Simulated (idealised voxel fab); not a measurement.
This is a process module. Its name is voxel ribs on slabs.
Cross-sectional view cut (width: 145 nm; square cell size: 5 nm).
A cross-section is written here as square cells arranged in a grid, and it is given in bands from the top down, each band taking up one or more rows of cells.
Top height, bottom height, nm. Materials left to right, width each, nm. Single material + "everywhere" = fills band edge to edge. "empty" = empty.
Basically, 0 is our baseline, since under it the wafer straight out of the box is all one material. The bottom band has no lower end and keeps on going down, so it looks like "0 -> down".
Quick explanation for "30..40": the width changes in equal steps down the rows of cells, from the first number in the band's top row to the second number in its bottom row.
Key: "nothing altered" - step with no changed cell in the cross-section.
"Trapped voids" lists enclosed empty spaces (at least 8 cells, no open path upward to the top), each as width x height at distance from the left edge, in nm.
On a step's line, text after the settings is the simulator commenting on that step.
"overlay nm" denotes, for a step that has a mask, the displacement of the mask to the right of its planned place, with negative values corresponding to the left.
## plan
1. RECEIVE,material Si
2. DIRECTIONAL_DEP,material SiO2,thk nm 25
3. DIRECTIONAL_DEP,material polySi,thk nm 15
4. DIRECTIONAL_DEP,material aC,thk nm 15
5. PATTERN,tone cover,mask id RIB,material resist,width nm 25,thk nm 35,overlay nm 0
6. DIRECTIONAL_ETCH,etch materials aC,depth nm 15
7. STRIP,etch materials resist
8. DIRECTIONAL_ETCH,etch materials polySi,depth nm 10
9. STRIP,etch materials aC
10. PATTERN,tone cover,mask id SLAB,material resist,width nm 55,thk nm 15,overlay nm 0
11. DIRECTIONAL_ETCH,etch materials polySi,depth nm 5
12. STRIP,etch materials resist
13. FILL_DEP,material SiO2,thk nm 25
14. CMP,height nm 55
15. DIRECTIONAL_DEP,material TiN,thk nm 5
16. DIRECTIONAL_DEP,material aC,thk nm 10
17. PATTERN,tone cover,mask id HEATER,material resist,width nm 35,thk nm 25,overlay nm 0
18. DIRECTIONAL_ETCH,etch materials aC,depth nm 10
19. STRIP,etch materials resist
20. DIRECTIONAL_ETCH,etch materials TiN,depth nm 5
21. STRIP,etch materials aC
22. CONFORMAL_DEP,material SiN,thk nm 10
## Of two wafers, the first: run according to plan
## Cross-section of the incoming wafer, state after step 1
> 0 -> down | Si everywhere
> Trapped voids: none
## The wafer, seen in cross-section, after step 2
> 25 -> 0 | SiO2 everywhere
> Anything lower than 0 is untouched.
## The wafer, seen in cross-section, after step 3
> 40 -> 25 | polySi everywhere
> Anything lower than 25 is untouched.
## The wafer, seen in cross-section, after step 4
> 55 -> 40 | aC everywhere
> Anything lower than 40 is untouched.
## The wafer, seen in cross-section, after step 5
> 90 -> 55 | empty: 60; resist: 25; empty: 60
> Anything lower than 55 is untouched.
## The wafer, seen in cross-section, after step 6
> 75 -> 55 | empty: 60; resist: 25; empty: 60
> 55 -> 40 | empty: 60; aC: 25; empty: 60
> Anything lower than 40 is untouched.
## The wafer, seen in cross-section, after step 7
> 55 -> 40 | empty: 60; aC: 25; empty: 60
> Anything lower than 40 is untouched.
## The wafer, seen in cross-section, after step 8
> 55 -> 40 | empty: 60; aC: 25; empty: 60
> 40 -> 30 | empty: 60; polySi: 25; empty: 60
> Anything lower than 30 is untouched.
## The wafer, seen in cross-section, after step 9
> 40 -> 30 | empty: 60; polySi: 25; empty: 60
> Anything lower than 30 is untouched.
## The wafer, seen in cross-section, after step 10
> 55 -> 40 | empty: 45; resist: 55; empty: 45
> 40 -> 30 | empty: 45; resist: 15; polySi: 25; resist: 15; empty: 45
> Anything lower than 30 is untouched.
## The wafer, seen in cross-section, after step 11
> 55 -> 40 | empty: 45; resist: 55; empty: 45
> 40 -> 30 | empty: 45; resist: 15; polySi: 25; resist: 15; empty: 45
> 30 -> 25 | empty: 45; polySi: 55; empty: 45
> Anything lower than 25 is untouched.
## The wafer, seen in cross-section, after step 12
> 40 -> 30 | empty: 60; polySi: 25; empty: 60
> Anything lower than 30 is untouched.
## The wafer, seen in cross-section, after step 13
> 65 -> 40 | SiO2 everywhere
> 40 -> 30 | SiO2: 60; polySi: 25; SiO2: 60
> 30 -> 25 | SiO2: 45; polySi: 55; SiO2: 45
> Anything lower than 25 is untouched.
## The wafer, seen in cross-section, after step 14
> 55 -> 40 | SiO2 everywhere
> Anything lower than 40 is untouched.
## The wafer, seen in cross-section, after step 15
> 60 -> 55 | TiN everywhere
> Anything lower than 55 is untouched.
## The wafer, seen in cross-section, after step 16
> 70 -> 60 | aC everywhere
> Anything lower than 60 is untouched.
## The wafer, seen in cross-section, after step 17
> 95 -> 70 | empty: 55; resist: 35; empty: 55
> Anything lower than 70 is untouched.
## The wafer, seen in cross-section, after step 18
> 85 -> 70 | empty: 55; resist: 35; empty: 55
> 70 -> 60 | empty: 55; aC: 35; empty: 55
> Anything lower than 60 is untouched.
## The wafer, seen in cross-section, after step 19
> 70 -> 60 | empty: 55; aC: 35; empty: 55
> Anything lower than 60 is untouched.
## The wafer, seen in cross-section, after step 20
> 70 -> 60 | empty: 55; aC: 35; empty: 55
> 60 -> 55 | empty: 55; TiN: 35; empty: 55
> Anything lower than 55 is untouched.
## The wafer, seen in cross-section, after step 21
> 60 -> 55 | empty: 55; TiN: 35; empty: 55
> Anything lower than 55 is untouched.
## The wafer, seen in cross-section, after step 22
> 70 -> 65 | empty: 45; SiN: 55; empty: 45
> 65 -> 60 | SiN everywhere
> 60 -> 55 | SiN: 55; TiN: 35; SiN: 55
> Anything lower than 55 is untouched.
## The second wafer: identical to the first at the outset and in its planned sequence, differing only in that one mistake was made during processing; up to and including step 21, its path is the first wafer's path
when step 22 should have ended: nothing altered
Finding, execution versus plan: yeah, step 22 of the plan got skipped, never ran
End check, counted in cells, second wafer has more or fewer of these materials than the first: SiN -62
